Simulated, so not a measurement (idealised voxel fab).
Process module name: voxel capacitor over wiring
Cross-section cut spans 170 nm and uses square cells 5 nm in size.
Cross-section, as written here: a square-cell grid given band by band from the top down, where a band holds one or more rows of cells. Read a band's entry like this: the first values are the height of its top and the height of its bottom in nm, and what follows is the sequence of materials from left to right, each with its width in nm. Note that "air" is empty space, and that a single material marked "everywhere" reaches across the band from edge to edge. Heights from 0 (as-received wafer is one material below). Bottom band endless downward, as "0..down". Top row gets the first number, bottom row gets the second, and each row in between changes by the same step: that is how a band width like "30..40" works. Where the words "same as before" appear for a step, the cross-section shows no cell changed by that step; every cell remained as before. This entry, "Trapped voids", enumerates those empty regions of no fewer than 8 cells that possess no open connection to the top. Each region is reported in the form width x height at distance, the distance being taken from the left edge, with all three quantities expressed in nm. Step line, after settings: the simulator's comment on this step. overlay nm: how far to the right of its planned place the mask lay on this masked step (negative: to the left).
The steps planned for the process are as follows:
1) RECEIVE | material Si
2) CONFORMAL_DEP | material SiO2 | thk nm 10
3) DIRECTIONAL_DEP | material TiN | thk nm 5
4) DIRECTIONAL_DEP | material Ru | thk nm 15
5) PATTERN | tone cover | mask id METAL_1 | material resist | width nm 25 | pitch nm 85 | thk nm 15 | overlay nm 0
6) DIRECTIONAL_ETCH | etch materials Ru | depth nm 15
7) DIRECTIONAL_ETCH | etch materials TiN | depth nm 5
8) STRIP | etch materials resist
9) FILL_DEP | material lowk | thk nm 10
10) CMP | height nm 30
11) CONFORMAL_DEP | material SiCN | thk nm 5
12) DIRECTIONAL_DEP | material lowk | thk nm 10
13) PATTERN | tone open | mask id PLUG_1 | material resist | width nm 15 | thk nm 15 | overlay nm 0
14) DIRECTIONAL_ETCH | etch materials lowk | depth nm 10
15) DIRECTIONAL_ETCH | etch materials SiCN | depth nm 5
16) STRIP | etch materials resist
17) EPI | material Ru | thk nm 10
18) EPI | material Ru | thk nm 5
19) DIRECTIONAL_DEP | material TiN | thk nm 10
20) DIRECTIONAL_DEP | material Al2O3 | thk nm 5
21) DIRECTIONAL_DEP | material TiN | thk nm 5
22) MASKED_ETCH | tone cover | mask id UPPER_PLATE | width nm 65 | etch materials TiN | depth nm 5 | overlay nm 0
23) MASKED_ETCH | tone cover | mask id UPPER_PLATE | width nm 65 | etch materials Al2O3 | depth nm 5 | overlay nm 0
24) DIRECTIONAL_DEP | material aC | thk nm 15
25) PATTERN | tone cover | mask id LOWER_PLATE | material resist | width nm 75 | thk nm 35 | overlay nm 0
26) DIRECTIONAL_ETCH | etch materials aC | depth nm 15
27) STRIP | etch materials resist
28) DIRECTIONAL_ETCH | etch materials TiN | depth nm 10
29) STRIP | etch materials aC
30) FILL_DEP | material SiO2 | thk nm 20
31) CMP | height nm 80
32) DIRECTIONAL_DEP | material aC | thk nm 15
33) PATTERN | tone open | mask id PLUG_2 | material resist | width nm 15 | thk nm 30 | overlay nm 0
34) DIRECTIONAL_ETCH | etch materials aC | depth nm 15
35) STRIP | etch materials resist
36) DIRECTIONAL_ETCH | etch materials SiO2 | depth nm 15
37) STRIP | etch materials aC
38) CONFORMAL_DEP | material TiN | thk nm 5
39) FILL_DEP | material Cu | thk nm 5
40) CMP | height nm 80
41) CONFORMAL_DEP | material SiN | thk nm 5
Incoming wafer, cross-sectional view, post step 1:
- 0..down  Si everywhere
- Trapped voids: none
Result of the module, cross-sectioned: start per above, plan per above, one error in how it was run:
- 85..80  SiN everywhere
- 80..75  SiO2 (50), TiN (5), Cu (5), TiN (5), SiO2 (105)
- 75..70  SiO2 (50), TiN (15), SiO2 (105)
- 70..65  SiO2 (40), TiN (5), SiO2 (5), TiN (55), SiO2 (65)
- 65..60  SiO2 (40), Al2O3 (5), TiN (5), Al2O3 (55), SiO2 (65)
- 60..55  Ru (45), Al2O3 (5), Ru (120)
- 55..50  TiN (40), Ru (15), TiN (115)
- 50..45  TiN everywhere
- 45..40  lowk (40), TiN (15), lowk (115)
- 40..35  lowk (40), Ru (15), lowk (115)
- 35..30  SiCN (40), Ru (15), SiCN (115)
- 30..15  lowk (30), Ru (25), lowk (60), Ru (25), lowk (30)
- 15..10  lowk (30), TiN (25), lowk (60), TiN (25), lowk (30)
- 10..0  SiO2 everywhere
- 0..down  Si everywhere
- Trapped voids: none
Here's what went sideways: it was found that steps 18 and 19 of the process plan had been performed in exchanged positions
